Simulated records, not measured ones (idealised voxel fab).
process module | voxel self aligned vias
cross-section cut | 255 nm wide | cells 5 nm
A cross-section is a grid of square cells, given in bands from the top down. A band is one or more rows of cells.
Each band's line starts with the height of the band's top and of its bottom, in nm. Then come its materials from left to right, each with its width in nm. One material with "throughout" fills the band from edge to edge. "air" is empty space.
Height 0 is the level under which the wafer as received is all one material. The lowest band goes on downwards, as in "0 down".
A width such as "30 to 40" changes by the same amount from each row of cells to the next, from the band's top row to its bottom row.
"no change" after a step means that no cell of the cross-section changed.
closed voids: empty space of 8 cells or more with no open way to the top, each as width x height at its distance from the left edge, in nm
after a step's settings: what the simulator itself notes on the step
overlay nm, on a step with a mask: how far to the right of its planned place the mask lay; to the left if negative
plan
1 op RECEIVE | material Si
2 op CONFORMAL_DEP | material SiO2 | thk nm 10
3 op CONFORMAL_DEP | material SiCN | thk nm 5
4 op DIRECTIONAL_DEP | material SiO2 | thk nm 20
5 op DIRECTIONAL_DEP | material aC | thk nm 15
6 op PATTERN | tone open | mask id LINES | material resist | width nm 30 | pitch nm 55 | thk nm 35 | overlay nm 0
7 op DIRECTIONAL_ETCH | etch materials aC | depth nm 15
8 op STRIP | etch materials resist
9 op DIRECTIONAL_ETCH | etch materials SiO2 | depth nm 20
10 op STRIP | etch materials aC
11 op CONFORMAL_DEP | material TiN | thk nm 5
12 op FILL_DEP | material Ru | thk nm 5
13 op CMP | height nm 35
14 op SELECTIVE_ETCH | etch materials W Ru TiN | depth nm 5
15 op FILL_DEP | material SiN | thk nm 10
16 op CMP | height nm 35
17 op DIRECTIONAL_DEP | material SiO2 | thk nm 20
18 op PATTERN | tone open | mask id VIAS | material resist | width nm 40 | pitch nm 110 | thk nm 20 | overlay nm 0
19 op DIRECTIONAL_ETCH | etch materials SiO2 | depth nm 20
20 op DIRECTIONAL_ETCH | etch materials SiN | depth nm 5
21 op STRIP | etch materials resist
22 op CONFORMAL_DEP | material TiN | thk nm 5
23 op FILL_DEP | material W | thk nm 5
24 op CMP | height nm 55
25 op CONFORMAL_DEP | material SiCN | thk nm 5
as received, after step 1
  0 down: Si throughout
  closed voids: none
a wafer at the end: this start, this plan, one mistake
  60 to 55: SiCN throughout
  55 to 40: W 45 | TiN 5 | SiO2 40 | TiN 5 | W 60 | TiN 5 | SiO2 40 | TiN 5 | W 50
  40 to 35: TiN 50 | SiO2 40 | TiN 25 | W 20 | TiN 25 | SiO2 40 | TiN 55
  35 to 30: SiO2 55 | SiN 30 | SiO2 25 | TiN 30 | SiO2 25 | SiN 30 | SiO2 60
  30 to 20: SiO2 55 | TiN 5 | Ru 20 | TiN 5 | SiO2 25 | TiN 5 | Ru 20 | TiN 5 | SiO2 25 | TiN 5 | Ru 20 | TiN 5 | SiO2 60
  20 to 15: SiO2 55 | TiN 30 | SiO2 25 | TiN 30 | SiO2 25 | TiN 30 | SiO2 60
  15 to 10: SiCN throughout
  10 to 0: SiO2 throughout
  0 down: Si throughout
  closed voids: none
what went wrong: step 18 ran as: op PATTERN | tone cover | mask id VIAS | material resist | width nm 40 | pitch nm 110 | thk nm 20 | overlay nm 0
